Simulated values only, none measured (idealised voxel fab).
Process module under the name voxel self aligned contacts
We display cut, a cross-section 220 nm in width whose square cells are each 5 nm.
How to read a cross-section here: the picture is a grid of square cells, written as bands going from the top down, and any band can span one or more rows of cells.
What a band's entry tells you: where the top is and where the bottom is, as heights in nm, and after that what lies inside, material by material from left to right, each with its width in nm. Empty space is written as the word "empty", and a single material marked with the word "throughout" occupies the band from edge to edge.
Below 0: as-received wafer, all one material; heights counted from there. Lowest band: no bottom, goes on down, written "0 and below".
The two numbers in a width such as "30->40" mark its ends across the band: the first belongs to the top row of cells, the second to the bottom row, and from each row to the next the width moves by the same amount.
Reading "same as before" for a step: not a cell of the cross-section changed in it.
Empty spaces without an open route to the top, at least 8 cells in extent, make up the entry "Voids lacking openings"; each is given as width x height at distance, where the distance is measured from the left edge, and all are in nm.
On each step's line, the part that comes after the settings is the simulator's own comment on the step.
"overlay nm", when on a step's line for a step with a mask, measures how far to the right of its planned place the mask lay; a negative measure means to the left.

PROCESS STEPS (PLANNED)
1. RECEIVE,material Si
2. OXIDIZE,depth nm 5
3. DIRECTIONAL_DEP,material polySi,thk nm 25
4. DIRECTIONAL_DEP,material SiN,thk nm 20
5. PATTERN,tone cover,mask id GATE,material resist,width nm 25,pitch nm 55,thk nm 20,overlay nm 0
6. DIRECTIONAL_ETCH,etch materials SiN,depth nm 20
7. DIRECTIONAL_ETCH,etch materials polySi,depth nm 25
8. STRIP,etch materials resist
9. CONFORMAL_DEP,material SiN,thk nm 5
10. DIRECTIONAL_ETCH,etch materials SiN,depth nm 5
11. FILL_DEP,material SiO2,thk nm 15
12. CMP,height nm 50
13. PATTERN,tone open,mask id CONTACT,material resist,width nm 40,thk nm 20,overlay nm 0
14. DIRECTIONAL_ETCH,etch materials SiO2,depth nm 55
15. STRIP,etch materials resist
16. CONFORMAL_DEP,material TiN,thk nm 5
17. FILL_DEP,material Ru,thk nm 10
18. CMP,height nm 50
19. CONFORMAL_DEP,material SiN,thk nm 5

FIRST OF TWO WAFERS - AS PLANNED

HERE'S WHAT THE WAFER LOOKED LIKE IN CROSS-SECTION WHEN IT ARRIVED - THAT'S AFTER STEP 1
0 and below  Si throughout
Voids lacking openings: none

CROSS-SECTION OF THE WAFER SUBSEQUENT TO STEP 2
0 down to -5  SiO2 throughout
Unchanged below -5.

CROSS-SECTION OF THE WAFER SUBSEQUENT TO STEP 3
25 down to 0  polySi throughout
Unchanged below 0.

CROSS-SECTION OF THE WAFER SUBSEQUENT TO STEP 4
45 down to 25  SiN throughout
Unchanged below 25.

CROSS-SECTION OF THE WAFER SUBSEQUENT TO STEP 5
65 down to 45  empty (70), then resist (25), then empty (30), then resist (25), then empty (70)
Unchanged below 45.

CROSS-SECTION OF THE WAFER SUBSEQUENT TO STEP 6
65 down to 45  empty (70), then resist (25), then empty (30), then resist (25), then empty (70)
45 down to 25  empty (70), then SiN (25), then empty (30), then SiN (25), then empty (70)
Unchanged below 25.

CROSS-SECTION OF THE WAFER SUBSEQUENT TO STEP 7
65 down to 45  empty (70), then resist (25), then empty (30), then resist (25), then empty (70)
45 down to 25  empty (70), then SiN (25), then empty (30), then SiN (25), then empty (70)
25 down to 0  empty (70), then polySi (25), then empty (30), then polySi (25), then empty (70)
Unchanged below 0.

CROSS-SECTION OF THE WAFER SUBSEQUENT TO STEP 8
45 down to 25  empty (70), then SiN (25), then empty (30), then SiN (25), then empty (70)
Unchanged below 25.

CROSS-SECTION OF THE WAFER SUBSEQUENT TO STEP 9
50 down to 25  empty (65), then SiN (35), then empty (20), then SiN (35), then empty (65)
25 down to 5  empty (65), then SiN (5), then polySi (25), then SiN (5), then empty (20), then SiN (5), then polySi (25), then SiN (5), then empty (65)
5 down to 0  SiN (70), then polySi (25), then SiN (30), then polySi (25), then SiN (70)
Unchanged below 0.

CROSS-SECTION OF THE WAFER SUBSEQUENT TO STEP 10
45 down to 25  empty (65), then SiN (35), then empty (20), then SiN (35), then empty (65)
25 down to 0  empty (65), then SiN (5), then polySi (25), then SiN (5), then empty (20), then SiN (5), then polySi (25), then SiN (5), then empty (65)
Unchanged below 0.

CROSS-SECTION OF THE WAFER SUBSEQUENT TO STEP 11
60 down to 45  SiO2 throughout
45 down to 25  SiO2 (65), then SiN (35), then SiO2 (20), then SiN (35), then SiO2 (65)
25 down to 0  SiO2 (65), then SiN (5), then polySi (25), then SiN (5), then SiO2 (20), then SiN (5), then polySi (25), then SiN (5), then SiO2 (65)
Unchanged below 0.

CROSS-SECTION OF THE WAFER SUBSEQUENT TO STEP 12
50 down to 45  SiO2 throughout
Unchanged below 45.

CROSS-SECTION OF THE WAFER SUBSEQUENT TO STEP 13
70 down to 50  resist (90), then empty (40), then resist (90)
Unchanged below 50.

CROSS-SECTION OF THE WAFER SUBSEQUENT TO STEP 14
70 down to 50  resist (90), then empty (40), then resist (90)
50 down to 45  SiO2 (90), then empty (40), then SiO2 (90)
45 down to 25  SiO2 (65), then SiN (35), then empty (20), then SiN (35), then SiO2 (65)
25 down to 0  SiO2 (65), then SiN (5), then polySi (25), then SiN (5), then empty (20), then SiN (5), then polySi (25), then SiN (5), then SiO2 (65)
0 down to -5  SiO2 (100), then empty (20), then SiO2 (100)
Unchanged below -5.

CROSS-SECTION OF THE WAFER SUBSEQUENT TO STEP 15
50 down to 45  SiO2 (90), then empty (40), then SiO2 (90)
Unchanged below 45.

CROSS-SECTION OF THE WAFER SUBSEQUENT TO STEP 16
55 down to 50  TiN (95), then empty (30), then TiN (95)
50 down to 45  SiO2 (90), then TiN (15), then empty (10), then TiN (15), then SiO2 (90)
45 down to 25  SiO2 (65), then SiN (35), then TiN (5), then empty (10), then TiN (5), then SiN (35), then SiO2 (65)
25 down to 0  SiO2 (65), then SiN (5), then polySi (25), then SiN (5), then TiN (5), then empty (10), then TiN (5), then SiN (5), then polySi (25), then SiN (5), then SiO2 (65)
0 down to -5  SiO2 (100), then TiN (20), then SiO2 (100)
Unchanged below -5.

CROSS-SECTION OF THE WAFER SUBSEQUENT TO STEP 17
65 down to 55  Ru throughout
55 down to 50  TiN (95), then Ru (30), then TiN (95)
50 down to 45  SiO2 (90), then TiN (15), then Ru (10), then TiN (15), then SiO2 (90)
45 down to 25  SiO2 (65), then SiN (35), then TiN (5), then Ru (10), then TiN (5), then SiN (35), then SiO2 (65)
25 down to 0  SiO2 (65), then SiN (5), then polySi (25), then SiN (5), then TiN (5), then Ru (10), then TiN (5), then SiN (5), then polySi (25), then SiN (5), then SiO2 (65)
Unchanged below 0.

CROSS-SECTION OF THE WAFER SUBSEQUENT TO STEP 18
50 down to 45  SiO2 (90), then TiN (15), then Ru (10), then TiN (15), then SiO2 (90)
Unchanged below 45.

CROSS-SECTION OF THE WAFER SUBSEQUENT TO STEP 19
55 down to 50  SiN throughout
Unchanged below 50.

THE REMAINING WAFER, SECOND OF THE TWO, STARTED LIKE THE FIRST AND WAS RUN TO THE SAME PLAN, EXCEPT THAT ONE MISTAKE WAS MADE ALONG THE WAY; THE TWO COINCIDE THROUGH STEP 3, INCLUSIVE

LOOK AT THE SECOND WAFER IN CROSS-SECTION AT THE TIME STEP 4 OUGHT TO HAVE FINISHED
65 down to 25  SiN throughout
Unchanged below 25.

LOOK AT THE SECOND WAFER IN CROSS-SECTION AT THE TIME STEP 5 OUGHT TO HAVE FINISHED
85 down to 65  empty (70), then resist (25), then empty (30), then resist (25), then empty (70)
Unchanged below 65.

LOOK AT THE SECOND WAFER IN CROSS-SECTION AT THE TIME STEP 6 OUGHT TO HAVE FINISHED
85 down to 65  empty (70), then resist (25), then empty (30), then resist (25), then empty (70)
65 down to 45  empty (70), then SiN (25), then empty (30), then SiN (25), then empty (70)
Unchanged below 45.

Look at the second wafer in cross-section at the time step 7 ought to have finished: same as before

LOOK AT THE SECOND WAFER IN CROSS-SECTION AT THE TIME STEP 8 OUGHT TO HAVE FINISHED
65 down to 45  empty (70), then SiN (25), then empty (30), then SiN (25), then empty (70)
Unchanged below 45.

LOOK AT THE SECOND WAFER IN CROSS-SECTION AT THE TIME STEP 9 OUGHT TO HAVE FINISHED
70 down to 50  empty (65), then SiN (35), then empty (20), then SiN (35), then empty (65)
50 down to 25  SiN throughout
Unchanged below 25.

LOOK AT THE SECOND WAFER IN CROSS-SECTION AT THE TIME STEP 10 OUGHT TO HAVE FINISHED
65 down to 45  empty (65), then SiN (35), then empty (20), then SiN (35), then empty (65)
Unchanged below 45.

LOOK AT THE SECOND WAFER IN CROSS-SECTION AT THE TIME STEP 11 OUGHT TO HAVE FINISHED
80 down to 65  SiO2 throughout
65 down to 45  SiO2 (65), then SiN (35), then SiO2 (20), then SiN (35), then SiO2 (65)
Unchanged below 45.

LOOK AT THE SECOND WAFER IN CROSS-SECTION AT THE TIME STEP 12 OUGHT TO HAVE FINISHED
50 down to 45  SiO2 (65), then SiN (35), then SiO2 (20), then SiN (35), then SiO2 (65)
Unchanged below 45.

LOOK AT THE SECOND WAFER IN CROSS-SECTION AT THE TIME STEP 13 OUGHT TO HAVE FINISHED
70 down to 50  resist (90), then empty (40), then resist (90)
Unchanged below 50.

LOOK AT THE SECOND WAFER IN CROSS-SECTION AT THE TIME STEP 14 OUGHT TO HAVE FINISHED
70 down to 50  resist (90), then empty (40), then resist (90)
50 down to 45  SiO2 (65), then SiN (35), then empty (20), then SiN (35), then SiO2 (65)
Unchanged below 45.

LOOK AT THE SECOND WAFER IN CROSS-SECTION AT THE TIME STEP 15 OUGHT TO HAVE FINISHED
50 down to 45  SiO2 (65), then SiN (35), then empty (20), then SiN (35), then SiO2 (65)
Unchanged below 45.

LOOK AT THE SECOND WAFER IN CROSS-SECTION AT THE TIME STEP 16 OUGHT TO HAVE FINISHED
55 down to 50  TiN (105), then empty (10), then TiN (105)
50 down to 45  SiO2 (65), then SiN (35), then TiN (20), then SiN (35), then SiO2 (65)
Unchanged below 45.

LOOK AT THE SECOND WAFER IN CROSS-SECTION AT THE TIME STEP 17 OUGHT TO HAVE FINISHED
65 down to 55  Ru throughout
55 down to 50  TiN (105), then Ru (10), then TiN (105)
Unchanged below 50.

LOOK AT THE SECOND WAFER IN CROSS-SECTION AT THE TIME STEP 18 OUGHT TO HAVE FINISHED
50 down to 45  SiO2 (65), then SiN (35), then TiN (20), then SiN (35), then SiO2 (65)
Unchanged below 45.

LOOK AT THE SECOND WAFER IN CROSS-SECTION AT THE TIME STEP 19 OUGHT TO HAVE FINISHED
55 down to 50  SiN throughout
Unchanged below 50.
Diagnosis: step 4 of the plan saw execution twice
Wrapping up, a cell-based count of both wafers puts the second over or under the first for these materials: Ru: 20 fewer | SiN: 114 more | SiO2: 240 fewer | TiN: 24 fewer | polySi: 170 more
